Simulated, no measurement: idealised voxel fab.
You're looking at the process module voxel self aligned vias.
FYI the section here is cut, 285 nm wide, cells are 5 nm squares.
Think of the cross-section as a grid of square cells. We describe it in bands, top to bottom, and each band covers one or more rows of those cells.
Top height, bottom height, nm. Materials left to right, width each, nm. Single material + "full width" = fills band edge to edge. "empty" = empty.
Beneath 0, the wafer as received is one material, and that level is where height counting begins. The lowest band goes on downward without a bottom; it is written like "0 down".
Top row gets the first number, bottom row gets the second, and each row in between changes by the same step: that is how a band width like "30..40" works.
The designation "no alteration", where it is given for a processing step, indicates that no cell of the cross-section was altered in the course of that step.
Each empty space that has no open way to the top and spans at least 8 cells appears under "Voids, fully enclosed" as width x height at distance, the distance counted from the left edge, all in nm.
The remark found on a step's line after its settings is issued by the simulator itself and pertains to that step.
overlay nm: for a step with a mask, the amount by which the mask lay right of where it was planned; a negative amount means left of it.
Planned process steps:
| 1 | RECEIVE with material Si |
| 2 | CONFORMAL_DEP with material SiO2, thk nm 15 |
| 3 | CONFORMAL_DEP with material SiCN, thk nm 5 |
| 4 | DIRECTIONAL_DEP with material SiO2, thk nm 25 |
| 5 | DIRECTIONAL_DEP with material aC, thk nm 15 |
| 6 | PATTERN with tone open, mask id LINES, material resist, width nm 25, pitch nm 60, thk nm 35, overlay nm 0 |
| 7 | DIRECTIONAL_ETCH with etch materials aC, depth nm 15 |
| 8 | STRIP with etch materials resist |
| 9 | DIRECTIONAL_ETCH with etch materials SiO2, depth nm 25 |
| 10 | STRIP with etch materials aC |
| 11 | CONFORMAL_DEP with material TiN, thk nm 5 |
| 12 | FILL_DEP with material W, thk nm 5 |
| 13 | CMP with height nm 45 |
| 14 | SELECTIVE_ETCH with etch materials W Ru TiN, depth nm 10 |
| 15 | FILL_DEP with material SiN, thk nm 5 |
| 16 | CMP with height nm 45 |
| 17 | DIRECTIONAL_DEP with material SiO2, thk nm 15 |
| 18 | MASKED_ETCH with tone open, mask id VIAS, width nm 35, etch materials SiO2, depth nm 15, overlay nm 0 |
| 19 | MASKED_ETCH with tone open, mask id VIAS, width nm 35, etch materials SiN, depth nm 10, overlay nm 0 |
| 20 | CONFORMAL_DEP with material TiN, thk nm 5 |
| 21 | FILL_DEP with material Ru, thk nm 5 |
| 22 | CMP with height nm 60 |
| 23 | CONFORMAL_DEP with material SiN, thk nm 5 |
Received-state cross-section, reflecting completion of step 1:
* 0 down | Si full width
* Voids, fully enclosed: none
Cross-section: first of two wafers, module finished, run according to plan:
* 65 to 60 | SiN full width
* 60 to 50 | SiO2 95 nm  TiN 5 nm  Ru 25 nm  TiN 5 nm  SiO2 155 nm
* 50 to 45 | SiO2 95 nm  TiN 10 nm  Ru 15 nm  TiN 10 nm  SiO2 155 nm
* 45 to 40 | SiO2 100 nm  TiN 5 nm  Ru 15 nm  TiN 5 nm  SiO2 35 nm  SiN 25 nm  SiO2 100 nm
* 40 to 35 | SiO2 100 nm  TiN 25 nm  SiO2 35 nm  SiN 25 nm  SiO2 100 nm
* 35 to 25 | SiO2 100 nm  TiN 5 nm  W 15 nm  TiN 5 nm  SiO2 35 nm  TiN 5 nm  W 15 nm  TiN 5 nm  SiO2 100 nm
* 25 to 20 | SiO2 100 nm  TiN 25 nm  SiO2 35 nm  TiN 25 nm  SiO2 100 nm
* 20 to 15 | SiCN full width
* 15 to 0 | SiO2 full width
* 0 down | Si full width
* Voids, fully enclosed: none
Here's the second of our two wafers sectioned at module end. Same start as the first, same plan, but one mistake got made running it:
* 65 to 60 | SiN full width
* 60 to 45 | Ru full width
* 45 to 35 | SiO2 100 nm  SiN 25 nm  SiO2 35 nm  SiN 25 nm  SiO2 100 nm
* 35 to 25 | SiO2 100 nm  TiN 5 nm  W 15 nm  TiN 5 nm  SiO2 35 nm  TiN 5 nm  W 15 nm  TiN 5 nm  SiO2 100 nm
* 25 to 20 | SiO2 100 nm  TiN 25 nm  SiO2 35 nm  TiN 25 nm  SiO2 100 nm
* 20 to 15 | SiCN full width
* 15 to 0 | SiO2 full width
* 0 down | Si full width
* Voids, fully enclosed: none
Plan not followed: step 17 was run on a setting that differed from the plan, and what really ran there is DIRECTIONAL_DEP with material Ru, thk nm 15
Once processing is complete, comparing cell counts shows that the second wafer has more or fewer of certain materials than the first: 155 more of Ru; 10 more of SiN; 150 fewer of SiO2; 15 fewer of TiN
